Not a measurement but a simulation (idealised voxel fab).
You're looking at the process module voxel air gaps.
FYI the section here is cut, 215 nm wide, cells are 5 nm squares.
Bands, listed from the top down, are how a cross-section gets written in this document; the cross-section itself is a grid of square cells, and a band is one or more rows of them. It is stipulated that each band's entry specify, in nanometres, the height of the top of the band and then that of its bottom, followed by the materials of the band in left-to-right sequence, each together with its width in nanometres. A single material marked by the word "throughout" is understood to fill the band from edge to edge; the word "air" is understood to denote empty space. Convention: height 0 is the level below which the wafer, as received, is all one material. The lowest band does not terminate at the bottom but continues downward, represented as "0..down". A two-number width, for instance "30->40", indicates that the width is equal to the first number in the top row of the band and to the second number in the bottom row, and that it changes by a constant amount per row of cells. It should be understood that the words "no alteration", when stated for a given step, signify that the cross-section underwent no change in any of its cells during that step. "Sealed internal cavities": empty spaces of 8 cells or more with no open way to the top, each given as width x height at distance, distance from the left edge, all in nm. That trailing text on a step's line, after the settings, is the simulator's own remark on the step. overlay nm: for a step with a mask, the amount by which the mask lay right of where it was planned; a negative amount means left of it.
Process steps foreseen in the plan:
1) RECEIVE,material Si
2) CONFORMAL_DEP,material SiO2,thk nm 15
3) CONFORMAL_DEP,material SiCN,thk nm 5
4) DIRECTIONAL_DEP,material SiO2,thk nm 35
5) DIRECTIONAL_DEP,material aC,thk nm 15
6) PATTERN,tone open,mask id LINES,material resist,width nm 25,pitch nm 50,thk nm 30,overlay nm 0
7) DIRECTIONAL_ETCH,etch materials aC,depth nm 15
8) STRIP,etch materials resist
9) DIRECTIONAL_ETCH,etch materials SiO2,depth nm 35
10) STRIP,etch materials aC
11) CONFORMAL_DEP,material TiN,thk nm 5
12) FILL_DEP,material W,thk nm 5
13) CMP,height nm 55
14) EPI,material Ru,thk nm 10
15) SELECTIVE_ETCH,etch materials SiO2,depth nm 45
16) CONFORMAL_DEP,material SiCN,thk nm 5
as received, after step 1:
> 0..down  Si throughout
> Sealed internal cavities: none
Cross-section at module end, one run error; start and plan unchanged from above:
> 70..65  air 35  SiCN 45  air 5  SiCN 45  air 5  SiCN 45  air 35
> 65..55  air 35  SiCN 5  Ru 35  SiCN 5  air 5  SiCN 5  Ru 35  SiCN 5  air 5  SiCN 5  Ru 35  SiCN 5  air 35
> 55..50  air 35  SiCN 15  TiN 5  W 5  TiN 5  SiCN 15  air 5  SiCN 15  TiN 5  W 5  TiN 5  SiCN 15  air 5  SiCN 15  TiN 5  W 5  TiN 5  SiCN 15  air 35
> 50..25  air 45  SiCN 5  TiN 5  W 5  TiN 5  SiCN 5  air 25  SiCN 5  TiN 5  W 5  TiN 5  SiCN 5  air 25  SiCN 5  TiN 5  W 5  TiN 5  SiCN 5  air 45
> 25..20  SiCN 50  TiN 15  SiCN 35  TiN 15  SiCN 35  TiN 15  SiCN 50
> 20..15  SiCN throughout
> 15..0  SiO2 throughout
> 0..down  Si throughout
> Sealed internal cavities: none
Heads up, the wafer didn't run the way we planned it: it should be noted that step 6 was executed with settings other than those planned, the operation and settings actually applied being PATTERN,tone open,mask id LINES,material resist,width nm 15,pitch nm 50,thk nm 30,overlay nm 0
